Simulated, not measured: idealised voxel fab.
process module | voxel self aligned vias
Cross-sectional view cut (width: 270 nm; square cell size: 5 nm).
How to read a cross-section here: the picture is a grid of square cells, written as bands going from the top down, and any band can span one or more rows of cells.
First you get the band's top height and its bottom height, in nm, and then the materials it's made of, left to right, with each width in nm. If you see a single material with "full width", that one covers the band edge to edge. "blank" is empty space.
Beneath 0, the wafer as received is one material, and that level is where height counting begins. The lowest band goes on downward without a bottom; it is written like "0 down".
A two-number width, for instance "30..40", indicates that the width is equal to the first number in the top row of the band and to the second number in the bottom row, and that it changes by a constant amount per row of cells.
No cell of the cross-section changed in a step that is given as "left unchanged".
Look at "Enclosed cavities" for the closed voids: empty spaces with no open path to the top, sized 8 cells or up. Each is width x height at distance, distance from the left edge, all nm.
Post-settings text on a step line: simulator's own remark regarding the step.
overlay nm: right-of-plan distance of the mask on a masked step; negative values mean left-of-plan.

-- Planned process steps
- 1: op RECEIVE | material Si
- 2: op CONFORMAL_DEP | material SiO2 | thk nm 15
- 3: op CONFORMAL_DEP | material SiCN | thk nm 5
- 4: op DIRECTIONAL_DEP | material lowk | thk nm 30
- 5: op DIRECTIONAL_DEP | material aC | thk nm 10
- 6: op PATTERN | tone open | mask id LINES | material resist | width nm 20 | pitch nm 50 | thk nm 30 | overlay nm 0
- 7: op DIRECTIONAL_ETCH | etch materials aC | depth nm 10
- 8: op STRIP | etch materials resist
- 9: op DIRECTIONAL_ETCH | etch materials lowk | depth nm 30
- 10: op STRIP | etch materials aC
- 11: op CONFORMAL_DEP | material TiN | thk nm 5
- 12: op FILL_DEP | material Ru | thk nm 10
- 13: op CMP | height nm 50
- 14: op SELECTIVE_ETCH | etch materials W Ru TiN | depth nm 10
- 15: op FILL_DEP | material SiN | thk nm 5
- 16: op CMP | height nm 50
- 17: op DIRECTIONAL_DEP | material lowk | thk nm 20
- 18: op DIRECTIONAL_DEP | material aC | thk nm 15
- 19: op PATTERN | tone open | mask id VIAS | material resist | width nm 30 | pitch nm 50 | thk nm 35 | overlay nm 0
- 20: op DIRECTIONAL_ETCH | etch materials aC | depth nm 15
- 21: op STRIP | etch materials resist
- 22: op DIRECTIONAL_ETCH | etch materials lowk | depth nm 20
- 23: op DIRECTIONAL_ETCH | etch materials SiN | depth nm 10
- 24: op STRIP | etch materials aC
- 25: op CONFORMAL_DEP | material TiN | thk nm 5
- 26: op FILL_DEP | material W | thk nm 10
- 27: op CMP | height nm 70
- 28: op CONFORMAL_DEP | material SiN | thk nm 5

-- Cross-section of the wafer upon arrival, representing the state reached after step 1
* 0 down  Si full width
* Enclosed cavities: none

-- Cross-section, end of module. Start: as above. Plan: as above. Execution: one mistake
* 75 to 70  SiN full width
* 70 to 45  95 of lowk  5 of TiN  20 of W  5 of TiN  20 of lowk  5 of TiN  20 of W  5 of TiN  95 of lowk
* 45 to 40  95 of lowk  30 of TiN  20 of lowk  30 of TiN  95 of lowk
* 40 to 25  95 of lowk  5 of TiN  20 of Ru  5 of TiN  20 of lowk  5 of TiN  20 of Ru  5 of TiN  95 of lowk
* 25 to 20  95 of lowk  30 of TiN  20 of lowk  30 of TiN  95 of lowk
* 20 to 15  SiCN full width
* 15 to 0  SiO2 full width
* 0 down  Si full width
* Enclosed cavities: none
Where did the run depart from the plan? step 6: run off-plan, actual operation and settings op PATTERN | tone open | mask id LINES | material resist | width nm 30 | pitch nm 50 | thk nm 30 | overlay nm 0
